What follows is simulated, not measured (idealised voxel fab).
Title: Process Module voxel gate over fins
The cross-section on display is named cut; it measures 155 nm wide, and its cells are 5 nm squares.
How to read a cross-section here: the picture is a grid of square cells, written as bands going from the top down, and any band can span one or more rows of cells. For a band, the entry starts with two heights in nm, that of the top and then that of the bottom, and carries on with the band's materials in order from left to right, each alongside its width in nm; the word "throughout" beside a single material means it fills the band edge to edge, and "blank" means empty space. Heights are reckoned from 0. Under this level, the received wafer is all of one material. The bottommost band is open-ended downward, for example "from 0 down". The two numbers in a width such as "30 to 40" mark its ends across the band: the first belongs to the top row of cells, the second to the bottom row, and from each row to the next the width moves by the same amount. "same as before" after a step means that no cell of the cross-section changed. The entry "Closed internal cavities" lists the empty spaces that cover at least 8 cells and have no open path to the top. Each is written as width x height at distance, where the distance is measured from the left edge and all three values are in nm. Where a step's line continues beyond its settings, the continuation is a remark by the simulator itself on that step. When a step includes a mask, the "overlay nm" setting on its line states how far to the right of its planned place that mask lay, and negative values state how far to the left.

Below is the list of planned process steps:
| 1 | RECEIVE with material Si |
| 2 | CONFORMAL_DEP with material SiN, thk nm 10 |
| 3 | PATTERN with tone cover, mask id FINS, material resist, width nm 15, pitch nm 55, thk nm 15, overlay nm 0 |
| 4 | DIRECTIONAL_ETCH with etch materials SiN, depth nm 10 |
| 5 | DIRECTIONAL_ETCH with etch materials Si, depth nm 30 |
| 6 | STRIP with etch materials resist |
| 7 | FILL_DEP with material SiO2, thk nm 15 |
| 8 | CMP with height nm 10 |
| 9 | DIRECTIONAL_DEP with material aC, thk nm 15 |
| 10 | PATTERN with tone open, mask id RAIL, material resist, width nm 15, thk nm 30, overlay nm 0 |
| 11 | DIRECTIONAL_ETCH with etch materials aC, depth nm 15 |
| 12 | STRIP with etch materials resist |
| 13 | DIRECTIONAL_ETCH with etch materials SiO2, depth nm 35 |
| 14 | STRIP with etch materials aC |
| 15 | CONFORMAL_DEP with material TiN, thk nm 5 |
| 16 | FILL_DEP with material Ru, thk nm 5 |
| 17 | CMP with height nm 10 |
| 18 | SELECTIVE_ETCH with etch materials W Ru TiN, depth nm 30 |
| 19 | FILL_DEP with material SiO2, thk nm 5 |
| 20 | CMP with height nm 10 |
| 21 | SELECTIVE_ETCH with etch materials SiO2, depth nm 20 |
| 22 | STRIP with etch materials SiN |
| 23 | CONFORMAL_DEP with material HfO2, thk nm 5 |
| 24 | CONFORMAL_DEP with material TiN, thk nm 5 |
| 25 | FILL_DEP with material W, thk nm 15 |
| 26 | CMP with height nm 20 |
| 27 | CONFORMAL_DEP with material SiN, thk nm 10 |

Incoming wafer, cross-sectional view, post step 1:
- from 0 down  Si throughout
- Closed internal cavities: none

The module was run from the start shown above using the plan shown above, but one mistake was made doing it; the resulting wafer cross-section is below:
- from 30 to 20  SiN throughout
- from 20 to 10  W throughout
- from 10 to 5  W (5) / TiN (35) / W (20) / TiN (35) / W (20) / TiN (35) / W (5)
- from 5 to 0  W (5) / TiN (5) / HfO2 (25) / TiN (5) / W (20) / TiN (5) / HfO2 (25) / TiN (5) / W (20) / TiN (5) / HfO2 (25) / TiN (5) / W (5)
- from 0 to -5  TiN (10) / HfO2 (5) / Si (15) / HfO2 (5) / TiN (30) / HfO2 (5) / Si (15) / HfO2 (5) / TiN (30) / HfO2 (5) / Si (15) / HfO2 (5) / TiN (10)
- from -5 to -10  HfO2 (15) / Si (15) / HfO2 (40) / Si (15) / HfO2 (40) / Si (15) / HfO2 (15)
- from -10 to -20  SiO2 (15) / Si (15) / SiO2 (40) / Si (15) / SiO2 (40) / Si (15) / SiO2 (15)
- from -20 to -25  SiO2 (15) / Si (15) / TiN (15) / SiO2 (25) / Si (15) / SiO2 (40) / Si (15) / SiO2 (15)
- from -25 to -30  SiO2 (15) / Si (15) / SiO2 (40) / Si (15) / SiO2 (40) / Si (15) / SiO2 (15)
- from -30 down  Si throughout
- Closed internal cavities: none
Deviation noted in wafer processing: step 10 was processed under conditions differing from the plan, specifically as PATTERN with tone open, mask id RAIL, material resist, width nm 15, thk nm 30, overlay nm -10
